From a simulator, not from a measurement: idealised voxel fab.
process module | voxel spacer lines
cross-section cut | 300 nm wide | cells 5 nm
A cross-section is a grid of square cells, given in bands from the top down. A band is one or more rows of cells.
Each band's line starts with the height of the band's top and of its bottom, in nm. Then come its materials from left to right, each with its width in nm. One material with "throughout" fills the band from edge to edge. "air" is empty space.
Height 0 is the level under which the wafer as received is all one material. The lowest band goes on downwards, as in "0 down".
A width such as "30 to 40" changes by the same amount from each row of cells to the next, from the band's top row to its bottom row.
"no change" after a step means that no cell of the cross-section changed.
closed voids: empty space of 8 cells or more with no open way to the top, each as width x height at its distance from the left edge, in nm
after a step's settings: what the simulator itself notes on the step
overlay nm, on a step with a mask: how far to the right of its planned place the mask lay; to the left if negative
plan
1 op RECEIVE | material Si
2 op CONFORMAL_DEP | material Al2O3 | thk nm 10
3 op DIRECTIONAL_DEP | material TiN | thk nm 15
4 op DIRECTIONAL_DEP | material aC | thk nm 30
5 op PATTERN | tone cover | mask id MANDREL | material resist | width nm 20 | pitch nm 60 | thk nm 35 | overlay nm 0
6 op DIRECTIONAL_ETCH | etch materials aC | depth nm 30
7 op STRIP | etch materials resist
8 op CONFORMAL_DEP | material SiO2 | thk nm 10
9 op DIRECTIONAL_ETCH | etch materials SiO2 | depth nm 10
10 op STRIP | etch materials aC
11 op DIRECTIONAL_ETCH | etch materials TiN | depth nm 15
12 op STRIP | etch materials SiO2
as received, after step 1
  0 down: Si throughout
  closed voids: none
first wafer at the end, as planned
  25 to 10: air 70 | TiN 10 | air 20 | TiN 10 | air 20 | TiN 10 | air 20 | TiN 10 | air 20 | TiN 10 | air 20 | TiN 10 | air 70
  10 to 0: Al2O3 throughout
  0 down: Si throughout
  closed voids: none
second wafer at the end: like start, like plan, one mistake
  25 to 10: air 65 | TiN 10 | air 30 | TiN 10 | air 10 | TiN 10 | air 30 | TiN 10 | air 10 | TiN 10 | air 30 | TiN 10 | air 65
  10 to 0: Al2O3 throughout
  0 down: Si throughout
  closed voids: none
what went wrong: step 5 ran as: op PATTERN | tone cover | mask id MANDREL | material resist | width nm 30 | pitch nm 60 | thk nm 35 | overlay nm 0
at the end the second wafer has, in cells: as many of each material as the first, in other places
